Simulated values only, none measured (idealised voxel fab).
This is a process module. Its name is voxel self aligned contacts.
Square cell edge 5 nm, section width 230 nm, ID cut.
When this document writes out a cross-section, it uses a grid of square cells and lists it as bands, beginning at the top and moving down, with a band standing for one or more rows of cells. First you get the band's top height and its bottom height, in nm, and then the materials it's made of, left to right, with each width in nm. If you see a single material with "edge to edge", that one covers the band edge to edge. "blank" is empty space. All heights in this document are referenced to 0, defined as the level beneath which the wafer, as received, consists entirely of one material. The lowest band is not bounded below; it extends indefinitely downward and is written in the form "from 0 down". A width given as "30 to 40" starts at the first number in the band's top row and ends at the second number in its bottom row, shifting by an equal amount at every step from row to row. "remains unaltered" -> step changed no cross-section cell. You'll see "Trapped voids" listing empty spaces that have no way open to the top, as long as they're 8 cells or more; the notation is width x height at distance, where the distance is from the left edge, and all of it is in nm. That trailing text on a step's line, after the settings, is the simulator's own remark on the step. Among the settings permitted on a step's line is "overlay nm"; applied to a step with a mask, it specifies the extent to which the mask lay to the right of its planned position, whereas a negative figure signifies a position to the left. Layout of what follows: cross-section pairs, each bracketing one process step, the after cross-section shown only to the lowest band that changed, the step between and its settings noted under each pair. Pairs may originate in different runs of this module on the same starting wafer; a pair continues from the pair above only where its entry headed "Before processing" says so.

[Before processing]
- from 0 down = Si edge to edge
- Trapped voids: none

[Step Result]
- from 5 to 0 = SiO2 edge to edge
- Whatever lies below 0 is exactly as it was before.
- Trapped voids: none
Between the two cross-sections shown above, the process step is CONFORMAL_DEP, material SiO2, thk nm 5

Before processing: as in the pair right above, post-step view.

[Step Result]
- from 25 to 5 = polySi edge to edge
- Whatever lies below 5 is exactly as it was before.
- Trapped voids: none
Between the two cross-sections shown above, the process step is DIRECTIONAL_DEP, material polySi, thk nm 20

Before processing: as in the pair right above, post-step view.

[Step Result]
- from 40 to 25 = SiN edge to edge
- Whatever lies below 25 is exactly as it was before.
- Trapped voids: none
Between the two cross-sections shown above, the process step is DIRECTIONAL_DEP, material SiN, thk nm 15

Before processing: as in the pair right above, post-step view.

[Step Result]
- from 55 to 40 = aC edge to edge
- Whatever lies below 40 is exactly as it was before.
- Trapped voids: none
Between the two cross-sections shown above, the process step is DIRECTIONAL_DEP, material aC, thk nm 15

Before processing: as in the pair right above, post-step view.

[Step Result]
- from 85 to 55 = blank 75 nm / resist 25 nm / blank 25 nm / resist 25 nm / blank 80 nm
- Whatever lies below 55 is exactly as it was before.
- Trapped voids: none
Between the two cross-sections shown above, the process step is PATTERN, tone cover, mask id GATE, material resist, width nm 25, pitch nm 50, thk nm 30, overlay nm 0

Before processing: as in the pair right above, post-step view.

[Step Result]
- from 70 to 55 = blank 75 nm / resist 25 nm / blank 25 nm / resist 25 nm / blank 80 nm
- from 55 to 40 = blank 75 nm / aC 25 nm / blank 25 nm / aC 25 nm / blank 80 nm
- Whatever lies below 40 is exactly as it was before.
- Trapped voids: none
Between the two cross-sections shown above, the process step is DIRECTIONAL_ETCH, etch materials aC, depth nm 15

Before processing: as in the pair right above, post-step view.

[Step Result]
- from 55 to 40 = blank 75 nm / aC 25 nm / blank 25 nm / aC 25 nm / blank 80 nm
- Whatever lies below 40 is exactly as it was before.
- Trapped voids: none
Between the two cross-sections shown above, the process step is STRIP, etch materials resist

Before processing: as in the pair right above, post-step view.

[Step Result]
- from 55 to 40 = blank 75 nm / aC 25 nm / blank 25 nm / aC 25 nm / blank 80 nm
- from 40 to 25 = blank 75 nm / SiN 25 nm / blank 25 nm / SiN 25 nm / blank 80 nm
- Whatever lies below 25 is exactly as it was before.
- Trapped voids: none
Between the two cross-sections shown above, the process step is DIRECTIONAL_ETCH, etch materials SiN, depth nm 15

Before processing: as in the pair right above, post-step view.

[Step Result]
- from 55 to 40 = blank 75 nm / aC 25 nm / blank 25 nm / aC 25 nm / blank 80 nm
- from 40 to 25 = blank 75 nm / SiN 25 nm / blank 25 nm / SiN 25 nm / blank 80 nm
- from 25 to 5 = blank 75 nm / polySi 25 nm / blank 25 nm / polySi 25 nm / blank 80 nm
- Whatever lies below 5 is exactly as it was before.
- Trapped voids: none
Between the two cross-sections shown above, the process step is DIRECTIONAL_ETCH, etch materials polySi, depth nm 20

Before processing: as in the pair right above, post-step view.

[Step Result]
- from 40 to 25 = blank 75 nm / SiN 25 nm / blank 25 nm / SiN 25 nm / blank 80 nm
- Whatever lies below 25 is exactly as it was before.
- Trapped voids: none
Between the two cross-sections shown above, the process step is STRIP, etch materials aC

Before processing: as in the pair right above, post-step view.

[Step Result]
- from 45 to 25 = blank 70 nm / SiN 35 nm / blank 15 nm / SiN 35 nm / blank 75 nm
- from 25 to 10 = blank 70 nm / SiN 5 nm / polySi 25 nm / SiN 5 nm / blank 15 nm / SiN 5 nm / polySi 25 nm / SiN 5 nm / blank 75 nm
- from 10 to 5 = SiN 75 nm / polySi 25 nm / SiN 25 nm / polySi 25 nm / SiN 80 nm
- Whatever lies below 5 is exactly as it was before.
- Trapped voids: none
Between the two cross-sections shown above, the process step is CONFORMAL_DEP, material SiN, thk nm 5

Before processing: as in the pair right above, post-step view.

[Step Result]
- from 40 to 25 = blank 70 nm / SiN 35 nm / blank 15 nm / SiN 35 nm / blank 75 nm
- from 25 to 5 = blank 70 nm / SiN 5 nm / polySi 25 nm / SiN 5 nm / blank 15 nm / SiN 5 nm / polySi 25 nm / SiN 5 nm / blank 75 nm
- Whatever lies below 5 is exactly as it was before.
- Trapped voids: none
Between the two cross-sections shown above, the process step is DIRECTIONAL_ETCH, etch materials SiN, depth nm 5

Before processing: as in the pair right above, post-step view.

[Step Result]
- from 55 to 40 = SiO2 edge to edge
- from 40 to 25 = SiO2 70 nm / SiN 35 nm / SiO2 15 nm / SiN 35 nm / SiO2 75 nm
- from 25 to 5 = SiO2 70 nm / SiN 5 nm / polySi 25 nm / SiN 5 nm / SiO2 15 nm / SiN 5 nm / polySi 25 nm / SiN 5 nm / SiO2 75 nm
- Whatever lies below 5 is exactly as it was before.
- Trapped voids: none
Between the two cross-sections shown above, the process step is FILL_DEP, material SiO2, thk nm 15

Before processing: as in the pair right above, post-step view.

[Step Result]
- from 50 to 40 = SiO2 edge to edge
- Whatever lies below 40 is exactly as it was before.
- Trapped voids: none
Between the two cross-sections shown above, the process step is CMP, height nm 50

Before processing: as in the pair right above, post-step view.

[Step Result]
- from 65 to 50 = resist 95 nm / blank 35 nm / resist 100 nm
- Whatever lies below 50 is exactly as it was before.
- Trapped voids: none
Between the two cross-sections shown above, the process step is PATTERN, tone open, mask id CONTACT, material resist, width nm 35, thk nm 15, overlay nm 0

Before processing: as in the pair right above, post-step view.

[Step Result]
- from 65 to 50 = resist 95 nm / blank 35 nm / resist 100 nm
- from 50 to 40 = SiO2 95 nm / blank 35 nm / SiO2 100 nm
- from 40 to 25 = SiO2 70 nm / SiN 35 nm / blank 15 nm / SiN 35 nm / SiO2 75 nm
- from 25 to 5 = SiO2 70 nm / SiN 5 nm / polySi 25 nm / SiN 5 nm / blank 15 nm / SiN 5 nm / polySi 25 nm / SiN 5 nm / SiO2 75 nm
- from 5 to 0 = SiO2 105 nm / blank 15 nm / SiO2 110 nm
- Whatever lies below 0 is exactly as it was before.
- Trapped voids: none
Between the two cross-sections shown above, the process step is DIRECTIONAL_ETCH, etch materials SiO2, depth nm 50

Before processing: as in the pair right above, post-step view.

[Step Result]
- from 50 to 40 = SiO2 95 nm / blank 35 nm / SiO2 100 nm
- Whatever lies below 40 is exactly as it was before.
- Trapped voids: none
Between the two cross-sections shown above, the process step is STRIP, etch materials resist

Before processing: as in the pair right above, post-step view.

[Step Result]
- from 55 to 50 = TiN 100 nm / blank 25 nm / TiN 105 nm
- from 50 to 40 = SiO2 95 nm / TiN 5 to 15 nm / blank 25 to 5 nm / TiN 5 to 15 nm / SiO2 100 nm
- from 40 to 25 = SiO2 70 nm / SiN 35 nm / TiN 5 nm / blank 5 nm / TiN 5 nm / SiN 35 nm / SiO2 75 nm
- from 25 to 5 = SiO2 70 nm / SiN 5 nm / polySi 25 nm / SiN 5 nm / TiN 5 nm / blank 5 nm / TiN 5 nm / SiN 5 nm / polySi 25 nm / SiN 5 nm / SiO2 75 nm
- from 5 to 0 = SiO2 105 nm / TiN 15 nm / SiO2 110 nm
- Whatever lies below 0 is exactly as it was before.
- Trapped voids: none
Between the two cross-sections shown above, the process step is CONFORMAL_DEP, material TiN, thk nm 5

Before processing: as in the pair right above, post-step view.

[Step Result]
- from 65 to 55 = Ru edge to edge
- from 55 to 50 = TiN 100 nm / Ru 25 nm / TiN 105 nm
- from 50 to 40 = SiO2 95 nm / TiN 5 to 15 nm / Ru 25 to 5 nm / TiN 5 to 15 nm / SiO2 100 nm
- from 40 to 25 = SiO2 70 nm / SiN 35 nm / TiN 5 nm / Ru 5 nm / TiN 5 nm / SiN 35 nm / SiO2 75 nm
- from 25 to 5 = SiO2 70 nm / SiN 5 nm / polySi 25 nm / SiN 5 nm / TiN 5 nm / Ru 5 nm / TiN 5 nm / SiN 5 nm / polySi 25 nm / SiN 5 nm / SiO2 75 nm
- Whatever lies below 5 is exactly as it was before.
- Trapped voids: none
Between the two cross-sections shown above, the process step is FILL_DEP, material Ru, thk nm 10

Before processing: as in the pair right above, post-step view.

[Step Result]
- from 50 to 40 = SiO2 95 nm / TiN 5 to 15 nm / Ru 25 to 5 nm / TiN 5 to 15 nm / SiO2 100 nm
- Whatever lies below 40 is exactly as it was before.
- Trapped voids: none
Between the two cross-sections shown above, the process step is CMP, height nm 50

Before processing: as in the pair right above, post-step view.

[Step Result]
- from 55 to 50 = SiN edge to edge
- Whatever lies below 50 is exactly as it was before.
- Trapped voids: none
Between the two cross-sections shown above, the process step is CONFORMAL_DEP, material SiN, thk nm 5

[Before processing]
- from 40 to 25 = blank 75 nm / SiN 25 nm / blank 25 nm / SiN 25 nm / blank 80 nm
- from 25 to 5 = blank 75 nm / polySi 25 nm / blank 25 nm / polySi 25 nm / blank 80 nm
- from 5 to 0 = SiO2 edge to edge
- from 0 down = Si edge to edge
- Trapped voids: none

[Step Result]
- from 35 to 25 = blank 75 nm / SiN 25 nm / blank 25 nm / SiN 25 nm / blank 80 nm
- Whatever lies below 25 is exactly as it was before.
- Trapped voids: none
Between the two cross-sections shown above, the process step is DIRECTIONAL_ETCH, etch materials SiN, depth nm 5

Before processing: as in the pair right above, post-step view.

[Step Result]
- from 50 to 35 = SiO2 edge to edge
- from 35 to 25 = SiO2 75 nm / SiN 25 nm / SiO2 25 nm / SiN 25 nm / SiO2 80 nm
- from 25 to 5 = SiO2 75 nm / polySi 25 nm / SiO2 25 nm / polySi 25 nm / SiO2 80 nm
- Whatever lies below 5 is exactly as it was before.
- Trapped voids: none
Between the two cross-sections shown above, the process step is FILL_DEP, material SiO2, thk nm 15

Before processing: as in the pair right above, post-step view.

[Step Result]
- from 65 to 50 = resist 95 nm / blank 35 nm / resist 100 nm
- Whatever lies below 50 is exactly as it was before.
- Trapped voids: none
Between the two cross-sections shown above, the process step is PATTERN, tone open, mask id CONTACT, material resist, width nm 35, thk nm 15, overlay nm 0

Before processing: as in the pair right above, post-step view.

[Step Result]
- from 65 to 50 = resist 95 nm / blank 35 nm / resist 100 nm
- from 50 to 35 = SiO2 95 nm / blank 35 nm / SiO2 100 nm
- from 35 to 25 = SiO2 75 nm / SiN 25 nm / blank 25 nm / SiN 25 nm / SiO2 80 nm
- from 25 to 5 = SiO2 75 nm / polySi 25 nm / blank 25 nm / polySi 25 nm / SiO2 80 nm
- from 5 to 0 = SiO2 100 nm / blank 25 nm / SiO2 105 nm
- Whatever lies below 0 is exactly as it was before.
- Trapped voids: none
Between the two cross-sections shown above, the process step is DIRECTIONAL_ETCH, etch materials SiO2, depth nm 50

Before processing: as in the pair right above, post-step view.

[Step Result]
- from 50 to 35 = SiO2 95 nm / blank 35 nm / SiO2 100 nm
- Whatever lies below 35 is exactly as it was before.
- Trapped voids: none
Between the two cross-sections shown above, the process step is STRIP, etch materials resist

Before processing: as in the pair right above, post-step view.

[Step Result]
- from 55 to 50 = TiN 100 nm / blank 25 nm / TiN 105 nm
- from 50 to 40 = SiO2 95 nm / TiN 5 nm / blank 25 nm / TiN 5 nm / SiO2 100 nm
- from 40 to 35 = SiO2 95 nm / TiN 10 nm / blank 15 nm / TiN 10 nm / SiO2 100 nm
- from 35 to 25 = SiO2 75 nm / SiN 25 nm / TiN 5 nm / blank 15 nm / TiN 5 nm / SiN 25 nm / SiO2 80 nm
- from 25 to 5 = SiO2 75 nm / polySi 25 nm / TiN 5 nm / blank 15 nm / TiN 5 nm / polySi 25 nm / SiO2 80 nm
- from 5 to 0 = SiO2 100 nm / TiN 25 nm / SiO2 105 nm
- Whatever lies below 0 is exactly as it was before.
- Trapped voids: none
Between the two cross-sections shown above, the process step is CONFORMAL_DEP, material TiN, thk nm 5

Before processing: as in the pair right above, post-step view.

[Step Result]
- from 65 to 55 = Ru edge to edge
- from 55 to 50 = TiN 100 nm / Ru 25 nm / TiN 105 nm
- from 50 to 40 = SiO2 95 nm / TiN 5 nm / Ru 25 nm / TiN 5 nm / SiO2 100 nm
- from 40 to 35 = SiO2 95 nm / TiN 10 nm / Ru 15 nm / TiN 10 nm / SiO2 100 nm
- from 35 to 25 = SiO2 75 nm / SiN 25 nm / TiN 5 nm / Ru 15 nm / TiN 5 nm / SiN 25 nm / SiO2 80 nm
- from 25 to 5 = SiO2 75 nm / polySi 25 nm / TiN 5 nm / Ru 15 nm / TiN 5 nm / polySi 25 nm / SiO2 80 nm
- Whatever lies below 5 is exactly as it was before.
- Trapped voids: none
Between the two cross-sections shown above, the process step is FILL_DEP, material Ru, thk nm 10

Before processing: as in the pair right above, post-step view.

[Step Result]
- from 50 to 40 = SiO2 95 nm / TiN 5 nm / Ru 25 nm / TiN 5 nm / SiO2 100 nm
- Whatever lies below 40 is exactly as it was before.
- Trapped voids: none
Between the two cross-sections shown above, the process step is CMP, height nm 50

Before processing: as in the pair right above, post-step view.

[Step Result]
- from 55 to 50 = SiN edge to edge
- Whatever lies below 50 is exactly as it was before.
- Trapped voids: none
Between the two cross-sections shown above, the process step is CONFORMAL_DEP, material SiN, thk nm 5

[Before processing]
- from 40 to 25 = SiN edge to edge
- from 25 to 5 = polySi edge to edge
- from 5 to 0 = SiO2 edge to edge
- from 0 down = Si edge to edge
- Trapped voids: none

[Step Result]
- from 55 to 25 = SiN edge to edge
- Whatever lies below 25 is exactly as it was before.
- Trapped voids: none
Between the two cross-sections shown above, the process step is DIRECTIONAL_DEP, material SiN, thk nm 15

Before processing: as in the pair right above, post-step view.

[Step Result]
- from 70 to 55 = aC edge to edge
- Whatever lies below 55 is exactly as it was before.
- Trapped voids: none
Between the two cross-sections shown above, the process step is DIRECTIONAL_DEP, material aC, thk nm 15

Before processing: as in the pair right above, post-step view.

[Step Result]
- from 100 to 70 = blank 75 nm / resist 25 nm / blank 25 nm / resist 25 nm / blank 80 nm
- Whatever lies below 70 is exactly as it was before.
- Trapped voids: none
Between the two cross-sections shown above, the process step is PATTERN, tone cover, mask id GATE, material resist, width nm 25, pitch nm 50, thk nm 30, overlay nm 0

Before processing: as in the pair right above, post-step view.

[Step Result]
- from 85 to 70 = blank 75 nm / resist 25 nm / blank 25 nm / resist 25 nm / blank 80 nm
- from 70 to 55 = blank 75 nm / aC 25 nm / blank 25 nm / aC 25 nm / blank 80 nm
- Whatever lies below 55 is exactly as it was before.
- Trapped voids: none
Between the two cross-sections shown above, the process step is DIRECTIONAL_ETCH, etch materials aC, depth nm 15

Before processing: as in the pair right above, post-step view.

[Step Result]
- from 70 to 55 = blank 75 nm / aC 25 nm / blank 25 nm / aC 25 nm / blank 80 nm
- Whatever lies below 55 is exactly as it was before.
- Trapped voids: none
Between the two cross-sections shown above, the process step is STRIP, etch materials resist

Before processing: as in the pair right above, post-step view.

[Step Result]
- from 70 to 55 = blank 75 nm / aC 25 nm / blank 25 nm / aC 25 nm / blank 80 nm
- from 55 to 40 = blank 75 nm / SiN 25 nm / blank 25 nm / SiN 25 nm / blank 80 nm
- Whatever lies below 40 is exactly as it was before.
- Trapped voids: none
Between the two cross-sections shown above, the process step is DIRECTIONAL_ETCH, etch materials SiN, depth nm 15

Before processing: as in the pair right above, post-step view.

[Step Result]
- from 55 to 40 = blank 75 nm / SiN 25 nm / blank 25 nm / SiN 25 nm / blank 80 nm
- Whatever lies below 40 is exactly as it was before.
- Trapped voids: none
Between the two cross-sections shown above, the process step is STRIP, etch materials aC

Before processing: as in the pair right above, post-step view.

[Step Result]
- from 60 to 45 = blank 70 nm / SiN 35 nm / blank 15 nm / SiN 35 nm / blank 75 nm
- from 45 to 25 = SiN edge to edge
- Whatever lies below 25 is exactly as it was before.
- Trapped voids: none
Between the two cross-sections shown above, the process step is CONFORMAL_DEP, material SiN, thk nm 5

Before processing: as in the pair right above, post-step view.

[Step Result]
- from 55 to 40 = blank 70 nm / SiN 35 nm / blank 15 nm / SiN 35 nm / blank 75 nm
- Whatever lies below 40 is exactly as it was before.
- Trapped voids: none
Between the two cross-sections shown above, the process step is DIRECTIONAL_ETCH, etch materials SiN, depth nm 5

Before processing: as in the pair right above, post-step view.

[Step Result]
- from 70 to 55 = SiO2 edge to edge
- from 55 to 40 = SiO2 70 nm / SiN 35 nm / SiO2 15 nm / SiN 35 nm / SiO2 75 nm
- Whatever lies below 40 is exactly as it was before.
- Trapped voids: none
Between the two cross-sections shown above, the process step is FILL_DEP, material SiO2, thk nm 15

Before processing: as in the pair right above, post-step view.

[Step Result]
- from 50 to 40 = SiO2 70 nm / SiN 35 nm / SiO2 15 nm / SiN 35 nm / SiO2 75 nm
- Whatever lies below 40 is exactly as it was before.
- Trapped voids: none
Between the two cross-sections shown above, the process step is CMP, height nm 50

Before processing: as in the pair right above, post-step view.

[Step Result]
- from 65 to 50 = resist 95 nm / blank 35 nm / resist 100 nm
- Whatever lies below 50 is exactly as it was before.
- Trapped voids: none
Between the two cross-sections shown above, the process step is PATTERN, tone open, mask id CONTACT, material resist, width nm 35, thk nm 15, overlay nm 0

Before processing: as in the pair right above, post-step view.

[Step Result]
- from 65 to 50 = resist 95 nm / blank 35 nm / resist 100 nm
- from 50 to 40 = SiO2 70 nm / SiN 35 nm / blank 15 nm / SiN 35 nm / SiO2 75 nm
- Whatever lies below 40 is exactly as it was before.
- Trapped voids: none
Between the two cross-sections shown above, the process step is DIRECTIONAL_ETCH, etch materials SiO2, depth nm 50

Before processing: as in the pair right above, post-step view.

[Step Result]
- from 50 to 40 = SiO2 70 nm / SiN 35 nm / blank 15 nm / SiN 35 nm / SiO2 75 nm
- Whatever lies below 40 is exactly as it was before.
- Trapped voids: none
Between the two cross-sections shown above, the process step is STRIP, etch materials resist

Before processing: as in the pair right above, post-step view.

[Step Result]
- from 55 to 50 = TiN 110 nm / blank 5 nm / TiN 115 nm
- from 50 to 45 = SiO2 70 nm / SiN 35 nm / TiN 5 nm / blank 5 nm / TiN 5 nm / SiN 35 nm / SiO2 75 nm
- from 45 to 40 = SiO2 70 nm / SiN 35 nm / TiN 15 nm / SiN 35 nm / SiO2 75 nm
- Whatever lies below 40 is exactly as it was before.
- Trapped voids: none
Between the two cross-sections shown above, the process step is CONFORMAL_DEP, material TiN, thk nm 5

Before processing: as in the pair right above, post-step view.

[Step Result]
- from 65 to 55 = Ru edge to edge
- from 55 to 50 = TiN 110 nm / Ru 5 nm / TiN 115 nm
- from 50 to 45 = SiO2 70 nm / SiN 35 nm / TiN 5 nm / Ru 5 nm / TiN 5 nm / SiN 35 nm / SiO2 75 nm
- Whatever lies below 45 is exactly as it was before.
- Trapped voids: none
Between the two cross-sections shown above, the process step is FILL_DEP, material Ru, thk nm 10

Before processing: as in the pair right above, post-step view.

[Step Result]
- from 50 to 45 = SiO2 70 nm / SiN 35 nm / TiN 5 nm / Ru 5 nm / TiN 5 nm / SiN 35 nm / SiO2 75 nm
- Whatever lies below 45 is exactly as it was before.
- Trapped voids: none
Between the two cross-sections shown above, the process step is CMP, height nm 50

Before processing: as in the pair right above, post-step view.

[Step Result]
- from 55 to 50 = SiN edge to edge
- Whatever lies below 50 is exactly as it was before.
- Trapped voids: none
Between the two cross-sections shown above, the process step is CONFORMAL_DEP, material SiN, thk nm 5

[Before processing]
- from 0 down = Si edge to edge
- Trapped voids: none

[Step Result]
- from 20 to 0 = polySi edge to edge
- Whatever lies below 0 is exactly as it was before.
- Trapped voids: none
Between the two cross-sections shown above, the process step is DIRECTIONAL_DEP, material polySi, thk nm 20

Before processing: as in the pair right above, post-step view.

[Step Result]
- from 25 to 20 = SiO2 edge to edge
- Whatever lies below 20 is exactly as it was before.
- Trapped voids: none
Between the two cross-sections shown above, the process step is CONFORMAL_DEP, material SiO2, thk nm 5

Before processing: as in the pair right above, post-step view.

[Step Result]
- from 40 to 25 = SiN edge to edge
- Whatever lies below 25 is exactly as it was before.
- Trapped voids: none
Between the two cross-sections shown above, the process step is DIRECTIONAL_DEP, material SiN, thk nm 15

Before processing: as in the pair right above, post-step view.

[Step Result]
- from 55 to 40 = aC edge to edge
- Whatever lies below 40 is exactly as it was before.
- Trapped voids: none
Between the two cross-sections shown above, the process step is DIRECTIONAL_DEP, material aC, thk nm 15

Before processing: as in the pair right above, post-step view.

[Step Result]
- from 85 to 55 = blank 75 nm / resist 25 nm / blank 25 nm / resist 25 nm / blank 80 nm
- Whatever lies below 55 is exactly as it was before.
- Trapped voids: none
Between the two cross-sections shown above, the process step is PATTERN, tone cover, mask id GATE, material resist, width nm 25, pitch nm 50, thk nm 30, overlay nm 0

Before processing: as in the pair right above, post-step view.

[Step Result]
- from 70 to 55 = blank 75 nm / resist 25 nm / blank 25 nm / resist 25 nm / blank 80 nm
- from 55 to 40 = blank 75 nm / aC 25 nm / blank 25 nm / aC 25 nm / blank 80 nm
- Whatever lies below 40 is exactly as it was before.
- Trapped voids: none
Between the two cross-sections shown above, the process step is DIRECTIONAL_ETCH, etch materials aC, depth nm 15

Before processing: as in the pair right above, post-step view.

[Step Result]
- from 55 to 40 = blank 75 nm / aC 25 nm / blank 25 nm / aC 25 nm / blank 80 nm
- Whatever lies below 40 is exactly as it was before.
- Trapped voids: none
Between the two cross-sections shown above, the process step is STRIP, etch materials resist

Before processing: as in the pair right above, post-step view.

[Step Result]
- from 55 to 40 = blank 75 nm / aC 25 nm / blank 25 nm / aC 25 nm / blank 80 nm
- from 40 to 25 = blank 75 nm / SiN 25 nm / blank 25 nm / SiN 25 nm / blank 80 nm
- Whatever lies below 25 is exactly as it was before.
- Trapped voids: none
Between the two cross-sections shown above, the process step is DIRECTIONAL_ETCH, etch materials SiN, depth nm 15

Before processing: as in the pair right above, post-step view.

[Step Result]
- from 40 to 25 = blank 75 nm / SiN 25 nm / blank 25 nm / SiN 25 nm / blank 80 nm
- Whatever lies below 25 is exactly as it was before.
- Trapped voids: none
Between the two cross-sections shown above, the process step is STRIP, etch materials aC

Before processing: as in the pair right above, post-step view.

[Step Result]
- from 45 to 30 = blank 70 nm / SiN 35 nm / blank 15 nm / SiN 35 nm / blank 75 nm
- from 30 to 25 = SiN edge to edge
- Whatever lies below 25 is exactly as it was before.
- Trapped voids: none
Between the two cross-sections shown above, the process step is CONFORMAL_DEP, material SiN, thk nm 5

Before processing: as in the pair right above, post-step view.

[Step Result]
- from 40 to 25 = blank 70 nm / SiN 35 nm / blank 15 nm / SiN 35 nm / blank 75 nm
- Whatever lies below 25 is exactly as it was before.
- Trapped voids: none
Between the two cross-sections shown above, the process step is DIRECTIONAL_ETCH, etch materials SiN, depth nm 5

Before processing: as in the pair right above, post-step view.

[Step Result]
- from 55 to 40 = SiO2 edge to edge
- from 40 to 25 = SiO2 70 nm / SiN 35 nm / SiO2 15 nm / SiN 35 nm / SiO2 75 nm
- Whatever lies below 25 is exactly as it was before.
- Trapped voids: none
Between the two cross-sections shown above, the process step is FILL_DEP, material SiO2, thk nm 15

Before processing: as in the pair right above, post-step view.

[Step Result]
- from 50 to 40 = SiO2 edge to edge
- Whatever lies below 40 is exactly as it was before.
- Trapped voids: none
Between the two cross-sections shown above, the process step is CMP, height nm 50

Before processing: as in the pair right above, post-step view.

[Step Result]
- from 65 to 50 = resist 95 nm / blank 35 nm / resist 100 nm
- Whatever lies below 50 is exactly as it was before.
- Trapped voids: none
Between the two cross-sections shown above, the process step is PATTERN, tone open, mask id CONTACT, material resist, width nm 35, thk nm 15, overlay nm 0

Before processing: as in the pair right above, post-step view.

[Step Result]
- from 65 to 50 = resist 95 nm / blank 35 nm / resist 100 nm
- from 50 to 40 = SiO2 95 nm / blank 35 nm / SiO2 100 nm
- from 40 to 25 = SiO2 70 nm / SiN 35 nm / blank 15 nm / SiN 35 nm / SiO2 75 nm
- from 25 to 20 = SiO2 105 nm / blank 15 nm / SiO2 110 nm
- Whatever lies below 20 is exactly as it was before.
- Trapped voids: none
Between the two cross-sections shown above, the process step is DIRECTIONAL_ETCH, etch materials SiO2, depth nm 50

Before processing: as in the pair right above, post-step view.

[Step Result]
- from 50 to 40 = SiO2 95 nm / blank 35 nm / SiO2 100 nm
- Whatever lies below 40 is exactly as it was before.
- Trapped voids: none
Between the two cross-sections shown above, the process step is STRIP, etch materials resist

Before processing: as in the pair right above, post-step view.

[Step Result]
- from 55 to 50 = TiN 100 nm / blank 25 nm / TiN 105 nm
- from 50 to 40 = SiO2 95 nm / TiN 5 to 15 nm / blank 25 to 5 nm / TiN 5 to 15 nm / SiO2 100 nm
- from 40 to 25 = SiO2 70 nm / SiN 35 nm / TiN 5 nm / blank 5 nm / TiN 5 nm / SiN 35 nm / SiO2 75 nm
- from 25 to 20 = SiO2 105 nm / TiN 15 nm / SiO2 110 nm
- Whatever lies below 20 is exactly as it was before.
- Trapped voids: none
Between the two cross-sections shown above, the process step is CONFORMAL_DEP, material TiN, thk nm 5

Before processing: as in the pair right above, post-step view.

[Step Result]
- from 65 to 55 = Ru edge to edge
- from 55 to 50 = TiN 100 nm / Ru 25 nm / TiN 105 nm
- from 50 to 40 = SiO2 95 nm / TiN 5 to 15 nm / Ru 25 to 5 nm / TiN 5 to 15 nm / SiO2 100 nm
- from 40 to 25 = SiO2 70 nm / SiN 35 nm / TiN 5 nm / Ru 5 nm / TiN 5 nm / SiN 35 nm / SiO2 75 nm
- Whatever lies below 25 is exactly as it was before.
- Trapped voids: none
Between the two cross-sections shown above, the process step is FILL_DEP, material Ru, thk nm 10

Before processing: as in the pair right above, post-step view.

[Step Result]
- from 50 to 40 = SiO2 95 nm / TiN 5 to 15 nm / Ru 25 to 5 nm / TiN 5 to 15 nm / SiO2 100 nm
- Whatever lies below 40 is exactly as it was before.
- Trapped voids: none
Between the two cross-sections shown above, the process step is CMP, height nm 50

Before processing: as in the pair right above, post-step view.

[Step Result]
- from 55 to 50 = SiN edge to edge
- Whatever lies below 50 is exactly as it was before.
- Trapped voids: none
Between the two cross-sections shown above, the process step is CONFORMAL_DEP, material SiN, thk nm 5

[Before processing]
- from 55 to 40 = SiO2 edge to edge
- from 40 to 25 = SiO2 70 nm / SiN 35 nm / SiO2 15 nm / SiN 35 nm / SiO2 75 nm
- from 25 to 5 = SiO2 70 nm / SiN 5 nm / polySi 25 nm / SiN 5 nm / SiO2 15 nm / SiN 5 nm / polySi 25 nm / SiN 5 nm / SiO2 75 nm
- from 5 to 0 = SiO2 edge to edge
- from 0 down = Si edge to edge
- Trapped voids: none

[Step Result]
- from 40 to 25 = SiO2 70 nm / SiN 35 nm / SiO2 15 nm / SiN 35 nm / SiO2 75 nm
- Whatever lies below 25 is exactly as it was before.
- Trapped voids: none
Between the two cross-sections shown above, the process step is CMP, height nm 40

Before processing: as in the pair right above, post-step view.

[Step Result]
- from 55 to 40 = resist 95 nm / blank 35 nm / resist 100 nm
- Whatever lies below 40 is exactly as it was before.
- Trapped voids: none
Between the two cross-sections shown above, the process step is PATTERN, tone open, mask id CONTACT, material resist, width nm 35, thk nm 15, overlay nm 0

Before processing: as in the pair right above, post-step view.

[Step Result]
- from 55 to 40 = resist 95 nm / blank 35 nm / resist 100 nm
- from 40 to 25 = SiO2 70 nm / SiN 35 nm / blank 15 nm / SiN 35 nm / SiO2 75 nm
- from 25 to 5 = SiO2 70 nm / SiN 5 nm / polySi 25 nm / SiN 5 nm / blank 15 nm / SiN 5 nm / polySi 25 nm / SiN 5 nm / SiO2 75 nm
- from 5 to 0 = SiO2 105 nm / blank 15 nm / SiO2 110 nm
- Whatever lies below 0 is exactly as it was before.
- Trapped voids: none
Between the two cross-sections shown above, the process step is DIRECTIONAL_ETCH, etch materials SiO2, depth nm 50

Before processing: as in the pair right above, post-step view.

[Step Result]
- from 40 to 25 = SiO2 70 nm / SiN 35 nm / blank 15 nm / SiN 35 nm / SiO2 75 nm
- Whatever lies below 25 is exactly as it was before.
- Trapped voids: none
Between the two cross-sections shown above, the process step is STRIP, etch materials resist

Before processing: as in the pair right above, post-step view.

[Step Result]
- from 45 to 40 = TiN 110 nm / blank 5 nm / TiN 115 nm
- from 40 to 25 = SiO2 70 nm / SiN 35 nm / TiN 5 nm / blank 5 nm / TiN 5 nm / SiN 35 nm / SiO2 75 nm
- from 25 to 5 = SiO2 70 nm / SiN 5 nm / polySi 25 nm / SiN 5 nm / TiN 5 nm / blank 5 nm / TiN 5 nm / SiN 5 nm / polySi 25 nm / SiN 5 nm / SiO2 75 nm
- from 5 to 0 = SiO2 105 nm / TiN 15 nm / SiO2 110 nm
- Whatever lies below 0 is exactly as it was before.
- Trapped voids: none
Between the two cross-sections shown above, the process step is CONFORMAL_DEP, material TiN, thk nm 5

Before processing: as in the pair right above, post-step view.

[Step Result]
- from 55 to 45 = Ru edge to edge
- from 45 to 40 = TiN 110 nm / Ru 5 nm / TiN 115 nm
- from 40 to 25 = SiO2 70 nm / SiN 35 nm / TiN 5 nm / Ru 5 nm / TiN 5 nm / SiN 35 nm / SiO2 75 nm
- from 25 to 5 = SiO2 70 nm / SiN 5 nm / polySi 25 nm / SiN 5 nm / TiN 5 nm / Ru 5 nm / TiN 5 nm / SiN 5 nm / polySi 25 nm / SiN 5 nm / SiO2 75 nm
- Whatever lies below 5 is exactly as it was before.
- Trapped voids: none
Between the two cross-sections shown above, the process step is FILL_DEP, material Ru, thk nm 10
